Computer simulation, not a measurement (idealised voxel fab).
Name of the process module below: voxel wiring stack
The cross-section on display is named cut; it measures 300 nm wide, and its cells are 5 nm squares.
A cross-section is a grid of square cells, given in bands from the top down. A band is one or more rows of cells.
This entry defines a band. It first specifies the height of the band's top and the height of its bottom in nm, and then specifies the band's materials from left to right, stating each material with its width in nm. The word "all across" identifies a single material that fills the band from edge to edge, while the word "blank" identifies empty space.
All heights in this document are referenced to 0, defined as the level beneath which the wafer, as received, consists entirely of one material. The lowest band is not bounded below; it extends indefinitely downward and is written in the form "0 down".
A width given as "30->40" starts at the first number in the band's top row and ends at the second number in its bottom row, shifting by an equal amount at every step from row to row.
Key: "nothing altered" - step with no changed cell in the cross-section.
Entry "Sealed internal voids" = empty spaces >= 8 cells with no open way to the top; each as width x height at distance, distance from left edge, all nm.
It should be noted that, on the line of a given step, the content following the step's settings is a remark produced by the simulator itself with respect to that step.
overlay nm: mask right of planned place by this much (step with mask). Neg. = left.
These are the steps we planned for the process
1: op RECEIVE | material Si
2: op CONFORMAL_DEP | material SiO2 | thk nm 10
3: op DIRECTIONAL_DEP | material TiN | thk nm 5
4: op DIRECTIONAL_DEP | material Ru | thk nm 15
5: op PATTERN | tone cover | mask id METAL_1 | material resist | width nm 20 | pitch nm 40 | thk nm 15 | overlay nm 0
6: op DIRECTIONAL_ETCH | etch materials Ru | depth nm 15
7: op DIRECTIONAL_ETCH | etch materials TiN | depth nm 5
8: op STRIP | etch materials resist
9: op CONFORMAL_DEP | material SiCN | thk nm 5
10: op FILL_DEP | material SiO2 | thk nm 5
11: op CMP | height nm 30
12: op CONFORMAL_DEP | material SiCN | thk nm 5
13: op DIRECTIONAL_DEP | material SiO2 | thk nm 15
14: op DIRECTIONAL_DEP | material aC | thk nm 15
15: op PATTERN | tone open | mask id PLUG_1 | material resist | width nm 15 | pitch nm 40 | thk nm 30 | overlay nm 0
16: op DIRECTIONAL_ETCH | etch materials aC | depth nm 15
17: op STRIP | etch materials resist
18: op DIRECTIONAL_ETCH | etch materials SiO2 | depth nm 15
19: op DIRECTIONAL_ETCH | etch materials SiCN | depth nm 5
20: op STRIP | etch materials aC
21: op CONFORMAL_DEP | material TiN | thk nm 5
22: op FILL_DEP | material Cu | thk nm 5
23: op CMP | height nm 50
24: op CONFORMAL_DEP | material SiN | thk nm 5
25: op DIRECTIONAL_DEP | material lowk | thk nm 20
26: op DIRECTIONAL_DEP | material aC | thk nm 15
27: op PATTERN | tone open | mask id METAL_2 | material resist | width nm 20 | pitch nm 40 | thk nm 30 | overlay nm 0
28: op DIRECTIONAL_ETCH | etch materials aC | depth nm 15
29: op STRIP | etch materials resist
30: op DIRECTIONAL_ETCH | etch materials lowk | depth nm 20
31: op DIRECTIONAL_ETCH | etch materials SiN | depth nm 5
32: op STRIP | etch materials aC
33: op CONFORMAL_DEP | material TiN | thk nm 5
34: op FILL_DEP | material Cu | thk nm 5
35: op CMP | height nm 75
36: op CONFORMAL_DEP | material SiCN | thk nm 5
37: op DIRECTIONAL_DEP | material lowk | thk nm 30
38: op PATTERN | tone open | mask id METAL_3_HOLES | material resist | width nm 15 | thk nm 20 | overlay nm 0
39: op DIRECTIONAL_ETCH | etch materials lowk | depth nm 30
40: op STRIP | etch materials resist
41: op MASKED_ETCH | tone open | mask id METAL_3 | width nm 20 | pitch nm 40 | etch materials lowk | depth nm 15 | overlay nm 0
42: op MASKED_ETCH | tone open | mask id METAL_3 | width nm 20 | pitch nm 40 | etch materials SiCN | depth nm 5 | overlay nm 0
43: op CONFORMAL_DEP | material TiN | thk nm 5
44: op FILL_DEP | material Ru | thk nm 5
45: op CMP | height nm 110
46: op CONFORMAL_DEP | material SiN | thk nm 5
As-received state of the wafer in cross-section, equivalent to post-step 1
    0 down | Si all across
    Sealed internal voids: none
Post-module cross-section of the first of two wafers (run per plan)
    115 to 110 | SiN all across
    110 to 100 | lowk: 120 | TiN: 5 | Ru: 10 | TiN: 5 | lowk: 20 | TiN: 5 | Ru: 10 | TiN: 5 | lowk: 120
    100 to 95 | lowk: 120 | TiN: 5 | Ru: 5 | TiN: 10 | lowk: 20 | TiN: 20 | lowk: 120
    95 to 80 | lowk: 120 | TiN: 5 | Ru: 5 | TiN: 5 | lowk: 165
    80 to 75 | SiCN: 120 | TiN: 15 | SiCN: 165
    75 to 55 | lowk: 120 | TiN: 5 | Cu: 10 | TiN: 5 | lowk: 20 | TiN: 5 | Cu: 10 | TiN: 5 | lowk: 120
    55 to 50 | SiN: 120 | TiN: 20 | SiN: 20 | TiN: 20 | SiN: 120
    50 to 35 | SiO2: 120 | TiN: 5 | Cu: 5 | TiN: 5 | SiO2: 25 | TiN: 5 | Cu: 5 | TiN: 5 | SiO2: 125
    35 to 30 | SiCN: 120 | TiN: 15 | SiCN: 25 | TiN: 15 | SiCN: 125
    30 to 15 | SiO2: 115 | SiCN: 5 | Ru: 20 | SiCN: 5 | SiO2: 10 | SiCN: 5 | Ru: 20 | SiCN: 5 | SiO2: 115
    15 to 10 | SiCN: 120 | TiN: 20 | SiCN: 20 | TiN: 20 | SiCN: 120
    10 to 0 | SiO2 all across
    0 down | Si all across
    Sealed internal voids: none
Second of two wafers, module complete, sectioned: it shares the first wafer's start and plan but was run with one mistake
    115 to 110 | SiN all across
    110 to 100 | lowk: 120 | TiN: 5 | Ru: 10 | TiN: 5 | lowk: 20 | TiN: 5 | Ru: 10 | TiN: 5 | lowk: 120
    100 to 95 | lowk: 120 | TiN: 5 | Ru: 5 | TiN: 10 | lowk: 20 | TiN: 20 | lowk: 120
    95 to 80 | lowk: 120 | TiN: 5 | Ru: 5 | TiN: 5 | lowk: 165
    80 to 75 | SiCN: 120 | TiN: 15 | SiCN: 165
    75 to 55 | lowk: 120 | TiN: 5 | Cu: 10 | TiN: 5 | lowk: 20 | TiN: 5 | Cu: 10 | TiN: 5 | lowk: 120
    55 to 50 | SiN: 120 | TiN: 20 | SiN: 20 | TiN: 20 | SiN: 120
    50 to 35 | SiO2: 120 | TiN: 5 | Cu: 5 | TiN: 5 | SiO2: 25 | TiN: 5 | Cu: 5 | TiN: 5 | SiO2: 125
    35 to 30 | SiCN: 120 | TiN: 15 | SiCN: 25 | TiN: 15 | SiCN: 125
    30 to 25 | SiO2 all across
    25 to 20 | SiO2: 115 | SiCN: 30 | SiO2: 10 | SiCN: 30 | SiO2: 115
    20 to 15 | SiO2: 115 | SiCN: 5 | Ru: 20 | SiCN: 5 | SiO2: 10 | SiCN: 5 | Ru: 20 | SiCN: 5 | SiO2: 115
    15 to 10 | SiCN: 120 | TiN: 20 | SiCN: 20 | TiN: 20 | SiCN: 120
    10 to 0 | SiO2 all across
    0 down | Si all across
    Sealed internal voids: none
Deviation noted in wafer processing: in deviation from the planned setting, step 4 was conducted as op DIRECTIONAL_DEP | material Ru | thk nm 5
Wrapping up, a cell-based count of both wafers puts the second over or under the first for these materials: -16 Ru; +4 SiCN; +12 SiO2
